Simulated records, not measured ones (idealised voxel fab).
Process module in this document: voxel spacer lines
The width of the displayed cross-section, cut, is 145 nm; its cells are square, with a size of 5 nm.
How to read a cross-section here: the picture is a grid of square cells, written as bands going from the top down, and any band can span one or more rows of cells.
Quick guide to a band line: top height, bottom height (nm) up front; then every material left to right with its width in nm. Only one material and it's marked "all across"? Then it fills the band edge to edge. And "blank" just means empty space.
A quick word on heights: they are counted from 0, and under that level the wafer as it came to us is one material throughout. The lowest band is different from the rest in having no bottom; it simply continues downward, written as in "0 nm and below".
Width: "30 to 40" (first number = top row, second number = bottom row, same change from row to row of cells).
Take "everything unchanged" at face value: in the step it is given for, the cross-section changed in none of its cells.
Listed in "Enclosed voids": every empty space of 8 or more cells without an open way to the top. Form: width x height at distance, the distance being from the left edge, all in nm.
Formally, on a step line, whatever follows the settings is a remark that the simulator itself makes on the step.
The setting "overlay nm" may be written on the line of a step. When the step uses a mask, the value reports how far to the right of the planned place the mask lay, and a negative value reports that it lay to the left.

BELOW IS THE LIST OF PLANNED PROCESS STEPS
- 1: RECEIVE [material Si]
- 2: CONFORMAL_DEP [material Al2O3] [thk nm 5]
- 3: DIRECTIONAL_DEP [material W] [thk nm 15]
- 4: DIRECTIONAL_DEP [material polySi] [thk nm 20]
- 5: PATTERN [tone cover] [mask id MANDREL] [material resist] [width nm 15] [pitch nm 50] [thk nm 30] [overlay nm 0]
- 6: DIRECTIONAL_ETCH [etch materials polySi] [depth nm 20]
- 7: STRIP [etch materials resist]
- 8: CONFORMAL_DEP [material SiN] [thk nm 10]
- 9: DIRECTIONAL_ETCH [etch materials SiN] [depth nm 10]
- 10: STRIP [etch materials polySi]
- 11: DIRECTIONAL_ETCH [etch materials W] [depth nm 15]
- 12: STRIP [etch materials SiN]
- 13: FILL_DEP [material SiO2] [thk nm 5]
- 14: CMP [height nm 20]

CROSS-SECTION, INCOMING MATERIAL, AFTER STEP 1
  0 nm and below  Si all across
  Enclosed voids: none

THE CROSS-SECTION SHOWN CORRESPONDS TO THE WAFER AT THE CONCLUSION OF THE MODULE. THE INITIAL STRUCTURE AND THE PROCESS PLAN ARE THOSE PRESENTED ABOVE; HOWEVER, ONE MISTAKE OCCURRED IN EXECUTING THE PLAN
  20 nm to 5 nm  30 SiO2 / 10 W / 20 SiO2 / 10 W / 10 SiO2 / 10 W / 20 SiO2 / 10 W / 25 SiO2
  5 nm to 0 nm  Al2O3 all across
  0 nm and below  Si all across
  Enclosed voids: none
What was the processing mistake? step 5: run off-plan, actual operation and settings PATTERN [tone cover] [mask id MANDREL] [material resist] [width nm 20] [pitch nm 50] [thk nm 30] [overlay nm 0]
